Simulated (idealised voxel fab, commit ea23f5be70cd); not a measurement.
This section sets out a process module, namely voxel quadruple lines.
For reference, the cross-section in this document is cut, with width 175 nm and square cells of 5 nm.
If you're reading a cross-section in this doc, picture square cells in a grid; it comes to you as bands, top ones listed first down to the bottom, and a band can be one or more rows of cells.
Quick guide to a band line: top height, bottom height (nm) up front; then every material left to right with its width in nm. Only one material and it's marked "throughout"? Then it fills the band edge to edge. And "air" just means empty space.
The level at which height equals 0 is the one under which the wafer, as it arrives, is entirely one material. No lower edge exists for the bottom band, which continues downward and is notated as in "top 0, no bottom".
The two numbers in a width such as "30 to 40" mark its ends across the band: the first belongs to the top row of cells, the second to the bottom row, and from each row to the next the width moves by the same amount.
Where the words "nothing got changed" appear for a step, the cross-section shows no cell changed by that step; every cell remained as before.
Entry "Fully enclosed voids" = empty spaces >= 8 cells with no open way to the top; each as width x height at distance, distance from left edge, all nm.
It should be noted that, on the line of a given step, the content following the step's settings is a remark produced by the simulator itself with respect to that step.
Among the settings permitted on a step's line is "overlay nm"; applied to a step with a mask, it specifies the extent to which the mask lay to the right of its planned position, whereas a negative figure signifies a position to the left.
Plan
1. RECEIVE, material Si
2. CONFORMAL_DEP, material SiO2, thk nm 5
3. DIRECTIONAL_DEP, material TiN, thk nm 15
4. DIRECTIONAL_DEP, material polySi, thk nm 15
5. DIRECTIONAL_DEP, material aC, thk nm 20
6. PATTERN, tone cover, mask id MANDREL, material resist, width nm 35, thk nm 30, overlay nm 0
7. DIRECTIONAL_ETCH, etch materials aC, depth nm 20
8. STRIP, etch materials resist
9. CONFORMAL_DEP, material SiO2, thk nm 15
10. DIRECTIONAL_ETCH, etch materials SiO2, depth nm 15
11. STRIP, etch materials aC
12. DIRECTIONAL_ETCH, etch materials polySi, depth nm 15
13. STRIP, etch materials SiO2
14. CONFORMAL_DEP, material SiCN, thk nm 10
15. DIRECTIONAL_ETCH, etch materials SiCN, depth nm 10
16. STRIP, etch materials polySi
17. DIRECTIONAL_ETCH, etch materials TiN, depth nm 15
18. STRIP, etch materials SiCN
19. FILL_DEP, material SiO2, thk nm 5
20. CMP, height nm 20
As-received wafer cross-section (after step 1)
> top 0, no bottom  Si throughout
> Fully enclosed voids: none
Looking at the first of two wafers in cross-section at end of module - ran to plan
> top 20, bottom 5  45 SiO2 | 10 TiN | 15 SiO2 | 10 TiN | 15 SiO2 | 10 TiN | 15 SiO2 | 10 TiN | 45 SiO2
> top 5, bottom 0  SiO2 throughout
> top 0, no bottom  Si throughout
> Fully enclosed voids: none
Same start, same plan as the first wafer - but one mistake in the run. Cross-section of the second of the two at the end of the module
> top 20, bottom 5  45 aC | 10 TiN | 15 aC | 10 TiN | 15 aC | 10 TiN | 15 aC | 10 TiN | 45 aC
> top 5, bottom 0  SiO2 throughout
> top 0, no bottom  Si throughout
> Fully enclosed voids: none
So what did we get wrong on this run? contrary to plan, step 19 was performed as FILL_DEP, material aC, thk nm 5
Final difference in cells, second wafer against first, listed per material as more or fewer: -81 SiO2; +81 aC
